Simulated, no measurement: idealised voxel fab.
process module | voxel wiring stack
cross-section cut | 165 nm wide | cells 5 nm
A cross-section is a grid of square cells, given in bands from the top down. A band is one or more rows of cells.
Each band's line starts with the height of the band's top and of its bottom, in nm. Then come its materials from left to right, each with its width in nm. One material with "throughout" fills the band from edge to edge. "air" is empty space.
Height 0 is the level under which the wafer as received is all one material. The lowest band goes on downwards, as in "0 down".
A width such as "30 to 40" changes by the same amount from each row of cells to the next, from the band's top row to its bottom row.
"no change" after a step means that no cell of the cross-section changed.
closed voids: empty space of 8 cells or more with no open way to the top, each as width x height at its distance from the left edge, in nm
after a step's settings: what the simulator itself notes on the step
overlay nm, on a step with a mask: how far to the right of its planned place the mask lay; to the left if negative
plan
1 op RECEIVE | material Si
2 op CONFORMAL_DEP | material SiO2 | thk nm 10
3 op CONFORMAL_DEP | material SiCN | thk nm 5
4 op DIRECTIONAL_DEP | material SiO2 | thk nm 25
5 op DIRECTIONAL_DEP | material aC | thk nm 10
6 op PATTERN | tone open | mask id METAL_1 | material resist | width nm 30 | pitch nm 45 | thk nm 25 | overlay nm 0
7 op DIRECTIONAL_ETCH | etch materials aC | depth nm 10
8 op STRIP | etch materials resist
9 op DIRECTIONAL_ETCH | etch materials SiO2 | depth nm 25
10 op DIRECTIONAL_ETCH | etch materials SiCN | depth nm 5
11 op STRIP | etch materials aC
12 op CONFORMAL_DEP | material TiN | thk nm 5
13 op FILL_DEP | material W | thk nm 5
14 op CMP | height nm 40
15 op CONFORMAL_DEP | material SiCN | thk nm 5
16 op DIRECTIONAL_DEP | material lowk | thk nm 15
17 op DIRECTIONAL_DEP | material aC | thk nm 15
18 op PATTERN | tone open | mask id PLUG_1 | material resist | width nm 15 | pitch nm 90 | thk nm 35 | overlay nm 0
19 op DIRECTIONAL_ETCH | etch materials aC | depth nm 15
20 op STRIP | etch materials resist
21 op DIRECTIONAL_ETCH | etch materials lowk | depth nm 15
22 op DIRECTIONAL_ETCH | etch materials SiCN | depth nm 5
23 op STRIP | etch materials aC
24 op EPI | material Ru | thk nm 10
25 op EPI | material Ru | thk nm 10
26 op DIRECTIONAL_DEP | material TiN | thk nm 5
27 op DIRECTIONAL_DEP | material W | thk nm 25
28 op MASKED_ETCH | tone cover | mask id METAL_2 | width nm 30 | pitch nm 45 | etch materials W | depth nm 25 | overlay nm 0
29 op MASKED_ETCH | tone cover | mask id METAL_2 | width nm 30 | pitch nm 45 | etch materials TiN | depth nm 5 | overlay nm 0
30 op CONFORMAL_DEP | material SiCN | thk nm 5
31 op FILL_DEP | material SiO2 | thk nm 5
32 op CMP | height nm 90
33 op CONFORMAL_DEP | material SiCN | thk nm 5
34 op DIRECTIONAL_DEP | material lowk | thk nm 25
35 op DIRECTIONAL_DEP | material aC | thk nm 15
36 op PATTERN | tone open | mask id METAL_3_HOLES | material resist | width nm 15 | pitch nm 45 | thk nm 35 | overlay nm 0
37 op DIRECTIONAL_ETCH | etch materials aC | depth nm 15
38 op STRIP | etch materials resist
39 op DIRECTIONAL_ETCH | etch materials lowk | depth nm 25
40 op STRIP | etch materials aC
41 op PATTERN | tone open | mask id METAL_3 | material resist | width nm 30 | pitch nm 45 | thk nm 15 | overlay nm 0
42 op DIRECTIONAL_ETCH | etch materials lowk | depth nm 15
43 op DIRECTIONAL_ETCH | etch materials SiCN | depth nm 5
44 op STRIP | etch materials resist
45 op CONFORMAL_DEP | material TiN | thk nm 5
46 op FILL_DEP | material Cu | thk nm 5
47 op CMP | height nm 120
48 op CONFORMAL_DEP | material SiCN | thk nm 5
as received, after step 1
  0 down: Si throughout
  closed voids: none
first wafer at the end, as planned
  125 to 120: SiCN throughout
  120 to 110: lowk 20 | TiN 5 | Cu 20 | TiN 5 | lowk 15 | TiN 5 | Cu 20 | TiN 5 | lowk 15 | TiN 5 | Cu 20 | TiN 5 | lowk 25
  110 to 105: lowk 20 | TiN 5 | Cu 5 | TiN 20 | lowk 15 | TiN 5 | Cu 5 | TiN 20 | lowk 15 | TiN 5 | Cu 5 | TiN 20 | lowk 25
  105 to 95: lowk 20 | TiN 5 | Cu 5 | TiN 5 | lowk 30 | TiN 5 | Cu 5 | TiN 5 | lowk 30 | TiN 5 | Cu 5 | TiN 5 | lowk 40
  95 to 90: SiCN 20 | TiN 15 | SiCN 30 | TiN 15 | SiCN 30 | TiN 15 | SiCN 40
  90 to 65: SiO2 15 | SiCN 5 | W 30 | SiCN 5 | SiO2 5 | SiCN 5 | W 30 | SiCN 5 | SiO2 5 | SiCN 5 | W 30 | SiCN 5 | SiO2 20
  65 to 60: SiCN 20 | TiN 30 | SiCN 15 | TiN 30 | SiCN 15 | TiN 30 | SiCN 25
  60 to 45: lowk 20 | Ru 15 | lowk 75 | Ru 15 | lowk 40
  45 to 40: SiCN 20 | Ru 15 | SiCN 75 | Ru 15 | SiCN 40
  40 to 15: SiO2 20 | TiN 5 | W 20 | TiN 5 | SiO2 15 | TiN 5 | W 20 | TiN 5 | SiO2 15 | TiN 5 | W 20 | TiN 5 | SiO2 25
  15 to 10: SiCN 20 | TiN 30 | SiCN 15 | TiN 30 | SiCN 15 | TiN 30 | SiCN 25
  10 to 0: SiO2 throughout
  0 down: Si throughout
  closed voids: none
second wafer at the end: like start, like plan, one mistake
  125 to 120: SiCN throughout
  120 to 110: lowk 20 | TiN 5 | Cu 20 | TiN 5 | lowk 15 | TiN 5 | Cu 20 | TiN 5 | lowk 15 | TiN 5 | Cu 20 | TiN 5 | lowk 25
  110 to 105: lowk 20 | TiN 5 | Cu 5 | TiN 20 | lowk 15 | TiN 5 | Cu 5 | TiN 20 | lowk 15 | TiN 5 | Cu 5 | TiN 20 | lowk 25
  105 to 95: lowk 20 | TiN 5 | Cu 5 | TiN 5 | lowk 30 | TiN 5 | Cu 5 | TiN 5 | lowk 30 | TiN 5 | Cu 5 | TiN 5 | lowk 40
  95 to 90: SiCN 20 | TiN 15 | SiCN 30 | TiN 15 | SiCN 30 | TiN 15 | SiCN 40
  90 to 80: SiO2 15 | SiCN 5 | W 30 | SiCN 5 | SiO2 5 | SiCN 5 | W 30 | SiCN 5 | SiO2 5 | SiCN 5 | W 30 | SiCN 5 | SiO2 20
  80 to 75: SiCN 20 | W 15 | TiN 15 | SiCN 15 | TiN 30 | SiCN 15 | W 15 | TiN 15 | SiCN 25
  75 to 65: lowk 20 | W 15 | lowk 75 | W 15 | lowk 40
  65 to 60: lowk 20 | TiN 15 | lowk 75 | TiN 15 | lowk 40
  60 to 45: lowk throughout
  45 to 40: SiCN throughout
  40 to 15: SiO2 20 | TiN 5 | W 20 | TiN 5 | SiO2 15 | TiN 5 | W 20 | TiN 5 | SiO2 15 | TiN 5 | W 20 | TiN 5 | SiO2 25
  15 to 10: SiCN 20 | TiN 30 | SiCN 15 | TiN 30 | SiCN 15 | TiN 30 | SiCN 25
  10 to 0: SiO2 throughout
  0 down: Si throughout
  closed voids: none
what went wrong: step 16 was run twice
at the end the second wafer has, in cells: 24 fewer of Ru | 12 fewer of SiCN | 27 fewer of SiO2 | 36 fewer of W | 99 more of lowk
